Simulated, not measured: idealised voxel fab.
The following process module bears the name voxel capacitor over wiring.
Displayed cross-section: cut, width of 265 nm, square cells sized 5 nm.
A cross-section is written here as square cells arranged in a grid, and it is given in bands from the top down, each band taking up one or more rows of cells. Per band: top height and bottom height in nm, followed by the left-to-right materials and their widths in nm; "throughout" marks a single material spanning edge to edge, "empty" marks empty space. Heights from 0 (as-received wafer is one material below). Bottom band endless downward, as "top 0, no bottom". So if you see something like "30->40" for the width, read it as the top row of the band sitting at the first number and the bottom row at the second, with every row in between moving by the same amount as the last. "nothing different" (step): cross-section cells unchanged, all of them. Empty spaces counting at least 8 cells and having no open way to the top are listed in "Entrapped void list". The notation width x height at distance is used for each, the distance being from the left edge and all three values in nm. Note: text after step settings on the step line = simulator remark on that step. "overlay nm" answers the question of how far to the right of plan the mask lay on a step that has a mask, and when it is negative the answer is to the left.

Planned process steps:
- 1: RECEIVE | material Si
- 2: CONFORMAL_DEP | material SiO2 | thk nm 15
- 3: CONFORMAL_DEP | material SiCN | thk nm 5
- 4: DIRECTIONAL_DEP | material SiO2 | thk nm 20
- 5: MASKED_ETCH | tone open | mask id METAL_1 | width nm 30 | pitch nm 90 | etch materials SiO2 | depth nm 20 | overlay nm 0
- 6: MASKED_ETCH | tone open | mask id METAL_1 | width nm 30 | pitch nm 90 | etch materials SiCN | depth nm 5 | overlay nm 0
- 7: CONFORMAL_DEP | material TiN | thk nm 5
- 8: FILL_DEP | material Cu | thk nm 10
- 9: CMP | height nm 40
- 10: CONFORMAL_DEP | material SiCN | thk nm 5
- 11: DIRECTIONAL_DEP | material lowk | thk nm 15
- 12: PATTERN | tone open | mask id PLUG_1 | material resist | width nm 15 | thk nm 20 | overlay nm 0
- 13: DIRECTIONAL_ETCH | etch materials lowk | depth nm 15
- 14: DIRECTIONAL_ETCH | etch materials SiCN | depth nm 5
- 15: STRIP | etch materials resist
- 16: EPI | material Ru | thk nm 10
- 17: EPI | material Ru | thk nm 10
- 18: DIRECTIONAL_DEP | material TiN | thk nm 5
- 19: DIRECTIONAL_DEP | material HfO2 | thk nm 5
- 20: DIRECTIONAL_DEP | material TiN | thk nm 5
- 21: DIRECTIONAL_DEP | material aC | thk nm 15
- 22: PATTERN | tone cover | mask id UPPER_PLATE | material resist | width nm 65 | thk nm 30 | overlay nm 0
- 23: DIRECTIONAL_ETCH | etch materials aC | depth nm 15
- 24: STRIP | etch materials resist
- 25: DIRECTIONAL_ETCH | etch materials TiN | depth nm 5
- 26: DIRECTIONAL_ETCH | etch materials HfO2 | depth nm 5
- 27: STRIP | etch materials aC
- 28: MASKED_ETCH | tone cover | mask id LOWER_PLATE | width nm 75 | etch materials TiN | depth nm 5 | overlay nm 0
- 29: FILL_DEP | material SiO2 | thk nm 15
- 30: CMP | height nm 85
- 31: DIRECTIONAL_DEP | material aC | thk nm 15
- 32: PATTERN | tone open | mask id PLUG_2 | material resist | width nm 15 | thk nm 30 | overlay nm 0
- 33: DIRECTIONAL_ETCH | etch materials aC | depth nm 15
- 34: STRIP | etch materials resist
- 35: DIRECTIONAL_ETCH | etch materials SiO2 | depth nm 10
- 36: STRIP | etch materials aC
- 37: CONFORMAL_DEP | material TiN | thk nm 5
- 38: FILL_DEP | material Cu | thk nm 5
- 39: CMP | height nm 85
- 40: CONFORMAL_DEP | material SiCN | thk nm 5

Run as planned: first of two wafers:

Incoming wafer, cross-sectional view, post step 1:
	top 0, no bottom = Si throughout
	Entrapped void list: none

The wafer in cross-section once step 2 is complete:
	top 15, bottom 0 = SiO2 throughout
	Under the height 0 nothing was changed.

The wafer in cross-section once step 3 is complete:
	top 20, bottom 15 = SiCN throughout
	Under the height 15 nothing was changed.

The wafer in cross-section once step 4 is complete:
	top 40, bottom 20 = SiO2 throughout
	Under the height 20 nothing was changed.

The wafer in cross-section once step 5 is complete:
	top 40, bottom 20 = SiO2=70 | empty=30 | SiO2=60 | empty=30 | SiO2=75
	Under the height 20 nothing was changed.

The wafer in cross-section once step 6 is complete:
	top 40, bottom 20 = SiO2=70 | empty=30 | SiO2=60 | empty=30 | SiO2=75
	top 20, bottom 15 = SiCN=70 | empty=30 | SiCN=60 | empty=30 | SiCN=75
	Under the height 15 nothing was changed.

The wafer in cross-section once step 7 is complete:
	top 45, bottom 40 = TiN=75 | empty=20 | TiN=70 | empty=20 | TiN=80
	top 40, bottom 20 = SiO2=70 | TiN=5 | empty=20 | TiN=5 | SiO2=60 | TiN=5 | empty=20 | TiN=5 | SiO2=75
	top 20, bottom 15 = SiCN=70 | TiN=30 | SiCN=60 | TiN=30 | SiCN=75
	Under the height 15 nothing was changed.

The wafer in cross-section once step 8 is complete:
	top 55, bottom 45 = Cu throughout
	top 45, bottom 40 = TiN=75 | Cu=20 | TiN=70 | Cu=20 | TiN=80
	top 40, bottom 20 = SiO2=70 | TiN=5 | Cu=20 | TiN=5 | SiO2=60 | TiN=5 | Cu=20 | TiN=5 | SiO2=75
	Under the height 20 nothing was changed.

The wafer in cross-section once step 9 is complete:
	top 40, bottom 20 = SiO2=70 | TiN=5 | Cu=20 | TiN=5 | SiO2=60 | TiN=5 | Cu=20 | TiN=5 | SiO2=75
	Under the height 20 nothing was changed.

The wafer in cross-section once step 10 is complete:
	top 45, bottom 40 = SiCN throughout
	Under the height 40 nothing was changed.

The wafer in cross-section once step 11 is complete:
	top 60, bottom 45 = lowk throughout
	Under the height 45 nothing was changed.

The wafer in cross-section once step 12 is complete:
	top 80, bottom 60 = resist=85 | empty=15 | resist=165
	Under the height 60 nothing was changed.

The wafer in cross-section once step 13 is complete:
	top 80, bottom 60 = resist=85 | empty=15 | resist=165
	top 60, bottom 45 = lowk=85 | empty=15 | lowk=165
	Under the height 45 nothing was changed.

The wafer in cross-section once step 14 is complete:
	top 80, bottom 60 = resist=85 | empty=15 | resist=165
	top 60, bottom 45 = lowk=85 | empty=15 | lowk=165
	top 45, bottom 40 = SiCN=85 | empty=15 | SiCN=165
	Under the height 40 nothing was changed.

The wafer in cross-section once step 15 is complete:
	top 60, bottom 45 = lowk=85 | empty=15 | lowk=165
	Under the height 45 nothing was changed.

The wafer in cross-section once step 16 is complete:
	top 60, bottom 50 = lowk=85 | empty=15 | lowk=165
	top 50, bottom 45 = lowk=85 | Ru=15 | lowk=165
	top 45, bottom 40 = SiCN=85 | Ru=15 | SiCN=165
	Under the height 40 nothing was changed.

The wafer in cross-section once step 17 is complete:
	top 60, bottom 45 = lowk=85 | Ru=15 | lowk=165
	Under the height 45 nothing was changed.

The wafer in cross-section once step 18 is complete:
	top 65, bottom 60 = TiN throughout
	Under the height 60 nothing was changed.

The wafer in cross-section once step 19 is complete:
	top 70, bottom 65 = HfO2 throughout
	Under the height 65 nothing was changed.

The wafer in cross-section once step 20 is complete:
	top 75, bottom 70 = TiN throughout
	Under the height 70 nothing was changed.

The wafer in cross-section once step 21 is complete:
	top 90, bottom 75 = aC throughout
	Under the height 75 nothing was changed.

The wafer in cross-section once step 22 is complete:
	top 120, bottom 90 = empty=85 | resist=65 | empty=115
	Under the height 90 nothing was changed.

The wafer in cross-section once step 23 is complete:
	top 105, bottom 90 = empty=85 | resist=65 | empty=115
	top 90, bottom 75 = empty=85 | aC=65 | empty=115
	Under the height 75 nothing was changed.

The wafer in cross-section once step 24 is complete:
	top 90, bottom 75 = empty=85 | aC=65 | empty=115
	Under the height 75 nothing was changed.

The wafer in cross-section once step 25 is complete:
	top 90, bottom 75 = empty=85 | aC=65 | empty=115
	top 75, bottom 70 = empty=85 | TiN=65 | empty=115
	Under the height 70 nothing was changed.

The wafer in cross-section once step 26 is complete:
	top 90, bottom 75 = empty=85 | aC=65 | empty=115
	top 75, bottom 70 = empty=85 | TiN=65 | empty=115
	top 70, bottom 65 = empty=85 | HfO2=65 | empty=115
	Under the height 65 nothing was changed.

The wafer in cross-section once step 27 is complete:
	top 75, bottom 70 = empty=85 | TiN=65 | empty=115
	Under the height 70 nothing was changed.

The wafer in cross-section once step 28 is complete:
	top 75, bottom 70 = empty=85 | TiN=65 | empty=115
	top 70, bottom 65 = empty=85 | HfO2=65 | empty=115
	top 65, bottom 60 = empty=80 | TiN=75 | empty=110
	Under the height 60 nothing was changed.

The wafer in cross-section once step 29 is complete:
	top 90, bottom 75 = SiO2 throughout
	top 75, bottom 70 = SiO2=85 | TiN=65 | SiO2=115
	top 70, bottom 65 = SiO2=85 | HfO2=65 | SiO2=115
	top 65, bottom 60 = SiO2=80 | TiN=75 | SiO2=110
	Under the height 60 nothing was changed.

The wafer in cross-section once step 30 is complete:
	top 85, bottom 75 = SiO2 throughout
	Under the height 75 nothing was changed.

The wafer in cross-section once step 31 is complete:
	top 100, bottom 85 = aC throughout
	Under the height 85 nothing was changed.

The wafer in cross-section once step 32 is complete:
	top 130, bottom 100 = resist=95 | empty=15 | resist=155
	Under the height 100 nothing was changed.

The wafer in cross-section once step 33 is complete:
	top 115, bottom 100 = resist=95 | empty=15 | resist=155
	top 100, bottom 85 = aC=95 | empty=15 | aC=155
	Under the height 85 nothing was changed.

The wafer in cross-section once step 34 is complete:
	top 100, bottom 85 = aC=95 | empty=15 | aC=155
	Under the height 85 nothing was changed.

The wafer in cross-section once step 35 is complete:
	top 100, bottom 85 = aC=95 | empty=15 | aC=155
	top 85, bottom 75 = SiO2=95 | empty=15 | SiO2=155
	Under the height 75 nothing was changed.

The wafer in cross-section once step 36 is complete:
	top 85, bottom 75 = SiO2=95 | empty=15 | SiO2=155
	Under the height 75 nothing was changed.

The wafer in cross-section once step 37 is complete:
	top 90, bottom 85 = TiN=100 | empty=5 | TiN=160
	top 85, bottom 80 = SiO2=95 | TiN=5 | empty=5 | TiN=5 | SiO2=155
	top 80, bottom 70 = SiO2=95->85 | TiN=15->65 | SiO2=155->115
	Under the height 70 nothing was changed.

The wafer in cross-section once step 38 is complete:
	top 95, bottom 90 = Cu throughout
	top 90, bottom 85 = TiN=100 | Cu=5 | TiN=160
	top 85, bottom 80 = SiO2=95 | TiN=5 | Cu=5 | TiN=5 | SiO2=155
	Under the height 80 nothing was changed.

The wafer in cross-section once step 39 is complete:
	top 85, bottom 80 = SiO2=95 | TiN=5 | Cu=5 | TiN=5 | SiO2=155
	Under the height 80 nothing was changed.

The wafer in cross-section once step 40 is complete:
	top 90, bottom 85 = SiCN throughout
	Under the height 85 nothing was changed.

Second wafer: same start and same plan as the first, one execution error; identical to the first through step 5:

Second wafer cross-section, taken as of the time the plan sets for step 6 to be done:
	top 40, bottom 20 = SiO2=70 | empty=30 | SiO2=60 | empty=30 | SiO2=75
	top 20, bottom 15 = SiCN=70 | empty=25 | SiCN=65 | empty=25 | SiCN=80
	Under the height 15 nothing was changed.

Second wafer cross-section, taken as of the time the plan sets for step 7 to be done:
	top 45, bottom 40 = TiN=75 | empty=20 | TiN=70 | empty=20 | TiN=80
	top 40, bottom 25 = SiO2=70 | TiN=5 | empty=20 | TiN=5 | SiO2=60 | TiN=5 | empty=20 | TiN=5 | SiO2=75
	top 25, bottom 20 = SiO2=70 | TiN=5 | empty=15 | TiN=10 | SiO2=60 | TiN=5 | empty=15 | TiN=10 | SiO2=75
	top 20, bottom 15 = SiCN=70 | TiN=25 | SiCN=65 | TiN=25 | SiCN=80
	Under the height 15 nothing was changed.

Second wafer cross-section, taken as of the time the plan sets for step 8 to be done:
	top 55, bottom 45 = Cu throughout
	top 45, bottom 40 = TiN=75 | Cu=20 | TiN=70 | Cu=20 | TiN=80
	top 40, bottom 25 = SiO2=70 | TiN=5 | Cu=20 | TiN=5 | SiO2=60 | TiN=5 | Cu=20 | TiN=5 | SiO2=75
	top 25, bottom 20 = SiO2=70 | TiN=5 | Cu=15 | TiN=10 | SiO2=60 | TiN=5 | Cu=15 | TiN=10 | SiO2=75
	Under the height 20 nothing was changed.

Second wafer cross-section, taken as of the time the plan sets for step 9 to be done:
	top 40, bottom 25 = SiO2=70 | TiN=5 | Cu=20 | TiN=5 | SiO2=60 | TiN=5 | Cu=20 | TiN=5 | SiO2=75
	Under the height 25 nothing was changed.

Second wafer cross-section, taken as of the time the plan sets for step 10 to be done:
	top 45, bottom 40 = SiCN throughout
	Under the height 40 nothing was changed.

Second wafer cross-section, taken as of the time the plan sets for step 11 to be done:
	top 60, bottom 45 = lowk throughout
	Under the height 45 nothing was changed.

Second wafer cross-section, taken as of the time the plan sets for step 12 to be done:
	top 80, bottom 60 = resist=85 | empty=15 | resist=165
	Under the height 60 nothing was changed.

Second wafer cross-section, taken as of the time the plan sets for step 13 to be done:
	top 80, bottom 60 = resist=85 | empty=15 | resist=165
	top 60, bottom 45 = lowk=85 | empty=15 | lowk=165
	Under the height 45 nothing was changed.

Second wafer cross-section, taken as of the time the plan sets for step 14 to be done:
	top 80, bottom 60 = resist=85 | empty=15 | resist=165
	top 60, bottom 45 = lowk=85 | empty=15 | lowk=165
	top 45, bottom 40 = SiCN=85 | empty=15 | SiCN=165
	Under the height 40 nothing was changed.

Second wafer cross-section, taken as of the time the plan sets for step 15 to be done:
	top 60, bottom 45 = lowk=85 | empty=15 | lowk=165
	Under the height 45 nothing was changed.

Second wafer cross-section, taken as of the time the plan sets for step 16 to be done:
	top 60, bottom 50 = lowk=85 | empty=15 | lowk=165
	top 50, bottom 45 = lowk=85 | Ru=15 | lowk=165
	top 45, bottom 40 = SiCN=85 | Ru=15 | SiCN=165
	Under the height 40 nothing was changed.

Second wafer cross-section, taken as of the time the plan sets for step 17 to be done:
	top 60, bottom 45 = lowk=85 | Ru=15 | lowk=165
	Under the height 45 nothing was changed.

Second wafer cross-section, taken as of the time the plan sets for step 18 to be done:
	top 65, bottom 60 = TiN throughout
	Under the height 60 nothing was changed.

Second wafer cross-section, taken as of the time the plan sets for step 19 to be done:
	top 70, bottom 65 = HfO2 throughout
	Under the height 65 nothing was changed.

Second wafer cross-section, taken as of the time the plan sets for step 20 to be done:
	top 75, bottom 70 = TiN throughout
	Under the height 70 nothing was changed.

Second wafer cross-section, taken as of the time the plan sets for step 21 to be done:
	top 90, bottom 75 = aC throughout
	Under the height 75 nothing was changed.

Second wafer cross-section, taken as of the time the plan sets for step 22 to be done:
	top 120, bottom 90 = empty=85 | resist=65 | empty=115
	Under the height 90 nothing was changed.

Second wafer cross-section, taken as of the time the plan sets for step 23 to be done:
	top 105, bottom 90 = empty=85 | resist=65 | empty=115
	top 90, bottom 75 = empty=85 | aC=65 | empty=115
	Under the height 75 nothing was changed.

Second wafer cross-section, taken as of the time the plan sets for step 24 to be done:
	top 90, bottom 75 = empty=85 | aC=65 | empty=115
	Under the height 75 nothing was changed.

Second wafer cross-section, taken as of the time the plan sets for step 25 to be done:
	top 90, bottom 75 = empty=85 | aC=65 | empty=115
	top 75, bottom 70 = empty=85 | TiN=65 | empty=115
	Under the height 70 nothing was changed.

Second wafer cross-section, taken as of the time the plan sets for step 26 to be done:
	top 90, bottom 75 = empty=85 | aC=65 | empty=115
	top 75, bottom 70 = empty=85 | TiN=65 | empty=115
	top 70, bottom 65 = empty=85 | HfO2=65 | empty=115
	Under the height 65 nothing was changed.

Second wafer cross-section, taken as of the time the plan sets for step 27 to be done:
	top 75, bottom 70 = empty=85 | TiN=65 | empty=115
	Under the height 70 nothing was changed.

Second wafer cross-section, taken as of the time the plan sets for step 28 to be done:
	top 75, bottom 70 = empty=85 | TiN=65 | empty=115
	top 70, bottom 65 = empty=85 | HfO2=65 | empty=115
	top 65, bottom 60 = empty=80 | TiN=75 | empty=110
	Under the height 60 nothing was changed.

Second wafer cross-section, taken as of the time the plan sets for step 29 to be done:
	top 90, bottom 75 = SiO2 throughout
	top 75, bottom 70 = SiO2=85 | TiN=65 | SiO2=115
	top 70, bottom 65 = SiO2=85 | HfO2=65 | SiO2=115
	top 65, bottom 60 = SiO2=80 | TiN=75 | SiO2=110
	Under the height 60 nothing was changed.

Second wafer cross-section, taken as of the time the plan sets for step 30 to be done:
	top 85, bottom 75 = SiO2 throughout
	Under the height 75 nothing was changed.

Second wafer cross-section, taken as of the time the plan sets for step 31 to be done:
	top 100, bottom 85 = aC throughout
	Under the height 85 nothing was changed.

Second wafer cross-section, taken as of the time the plan sets for step 32 to be done:
	top 130, bottom 100 = resist=95 | empty=15 | resist=155
	Under the height 100 nothing was changed.

Second wafer cross-section, taken as of the time the plan sets for step 33 to be done:
	top 115, bottom 100 = resist=95 | empty=15 | resist=155
	top 100, bottom 85 = aC=95 | empty=15 | aC=155
	Under the height 85 nothing was changed.

Second wafer cross-section, taken as of the time the plan sets for step 34 to be done:
	top 100, bottom 85 = aC=95 | empty=15 | aC=155
	Under the height 85 nothing was changed.

Second wafer cross-section, taken as of the time the plan sets for step 35 to be done:
	top 100, bottom 85 = aC=95 | empty=15 | aC=155
	top 85, bottom 75 = SiO2=95 | empty=15 | SiO2=155
	Under the height 75 nothing was changed.

Second wafer cross-section, taken as of the time the plan sets for step 36 to be done:
	top 85, bottom 75 = SiO2=95 | empty=15 | SiO2=155
	Under the height 75 nothing was changed.

Second wafer cross-section, taken as of the time the plan sets for step 37 to be done:
	top 90, bottom 85 = TiN=100 | empty=5 | TiN=160
	top 85, bottom 80 = SiO2=95 | TiN=5 | empty=5 | TiN=5 | SiO2=155
	top 80, bottom 70 = SiO2=95->85 | TiN=15->65 | SiO2=155->115
	Under the height 70 nothing was changed.

Second wafer cross-section, taken as of the time the plan sets for step 38 to be done:
	top 95, bottom 90 = Cu throughout
	top 90, bottom 85 = TiN=100 | Cu=5 | TiN=160
	top 85, bottom 80 = SiO2=95 | TiN=5 | Cu=5 | TiN=5 | SiO2=155
	Under the height 80 nothing was changed.

Second wafer cross-section, taken as of the time the plan sets for step 39 to be done:
	top 85, bottom 80 = SiO2=95 | TiN=5 | Cu=5 | TiN=5 | SiO2=155
	Under the height 80 nothing was changed.

Second wafer cross-section, taken as of the time the plan sets for step 40 to be done:
	top 90, bottom 85 = SiCN throughout
	Under the height 85 nothing was changed.
Heads up, the wafer didn't run the way we planned it: rather than as planned, step 6 actually ran as MASKED_ETCH | tone open | mask id METAL_1 | width nm 30 | pitch nm 90 | etch materials SiCN | depth nm 5 | overlay nm -5
End of process, cell counts, second wafer against first, materials with more or fewer: -2 Cu, +2 SiCN
